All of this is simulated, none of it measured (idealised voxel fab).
You're looking at the process module voxel self aligned contacts.
Pictured: cross-section cut, 235 nm wide, on a grid of 5 nm square cells.
Just so we're on the same page, the cross-sections are grids of square cells, and they're listed out in bands top to bottom, each band one or more rows deep. Quick guide to a band line: top height, bottom height (nm) up front; then every material left to right with its width in nm. Only one material and it's marked "throughout"? Then it fills the band edge to edge. And "empty" just means empty space. Height 0 is the level under which the wafer as received is all one material. The lowest band goes on downwards, as in "0..down". Top row gets the first number, bottom row gets the second, and each row in between changes by the same step: that is how a band width like "30..40" works. It should be understood that the words "left unchanged", when stated for a given step, signify that the cross-section underwent no change in any of its cells during that step. What "Cavities, sealed" gives you is every empty space of 8 cells or more that is cut off from the top. Each appears as width x height at distance, with the distance taken from the left edge and width, height and distance all in nm. The remark found on a step's line after its settings is issued by the simulator itself and pertains to that step. If you see "overlay nm" on a step's line and that step has a mask, it's telling you how far right of where it was planned the mask ended up; a negative number means it went left instead.

-- The following list gives the planned process steps
1,RECEIVE [material Si]
2,OXIDIZE [depth nm 5]
3,DIRECTIONAL_DEP [material polySi] [thk nm 25]
4,DIRECTIONAL_DEP [material SiN] [thk nm 15]
5,PATTERN [tone cover] [mask id GATE] [material resist] [width nm 30] [pitch nm 65] [thk nm 15] [overlay nm 0]
6,DIRECTIONAL_ETCH [etch materials SiN] [depth nm 15]
7,DIRECTIONAL_ETCH [etch materials polySi] [depth nm 25]
8,STRIP [etch materials resist]
9,CONFORMAL_DEP [material SiN] [thk nm 5]
10,DIRECTIONAL_ETCH [etch materials SiN] [depth nm 5]
11,FILL_DEP [material SiO2] [thk nm 15]
12,CMP [height nm 45]
13,DIRECTIONAL_DEP [material aC] [thk nm 15]
14,PATTERN [tone open] [mask id CONTACT] [material resist] [width nm 45] [pitch nm 65] [thk nm 30] [overlay nm 0]
15,DIRECTIONAL_ETCH [etch materials aC] [depth nm 15]
16,STRIP [etch materials resist]
17,DIRECTIONAL_ETCH [etch materials SiO2] [depth nm 50]
18,STRIP [etch materials aC]
19,CONFORMAL_DEP [material TiN] [thk nm 5]
20,FILL_DEP [material Ru] [thk nm 10]
21,CMP [height nm 45]
22,CONFORMAL_DEP [material SiCN] [thk nm 5]

-- Cross-section, incoming material, after step 1
- 0..down: Si throughout
- Cavities, sealed: none

-- Result of the module, cross-sectioned: start per above, plan per above, one error in how it was run
- 50..45: SiCN throughout
- 45..40: SiO2 (60); TiN (20); Ru (5); TiN (20); SiO2 (20); TiN (20); Ru (5); TiN (20); SiO2 (65)
- 40..25: SiO2 (25); SiN (50); TiN (5); Ru (5); TiN (5); SiN (50); TiN (5); Ru (5); TiN (5); SiN (50); SiO2 (30)
- 25..0: SiO2 (25); SiN (5); polySi (40); SiN (5); TiN (5); Ru (5); TiN (5); SiN (5); polySi (40); SiN (5); TiN (5); Ru (5); TiN (5); SiN (5); polySi (40); SiN (5); SiO2 (30)
- 0..-5: SiO2 (75); TiN (15); SiO2 (50); TiN (15); SiO2 (80)
- -5..down: Si throughout
- Cavities, sealed: none
Nonconformance to the process plan: step 5 changed vs plan, executed as PATTERN [tone cover] [mask id GATE] [material resist] [width nm 40] [pitch nm 65] [thk nm 15] [overlay nm 0]
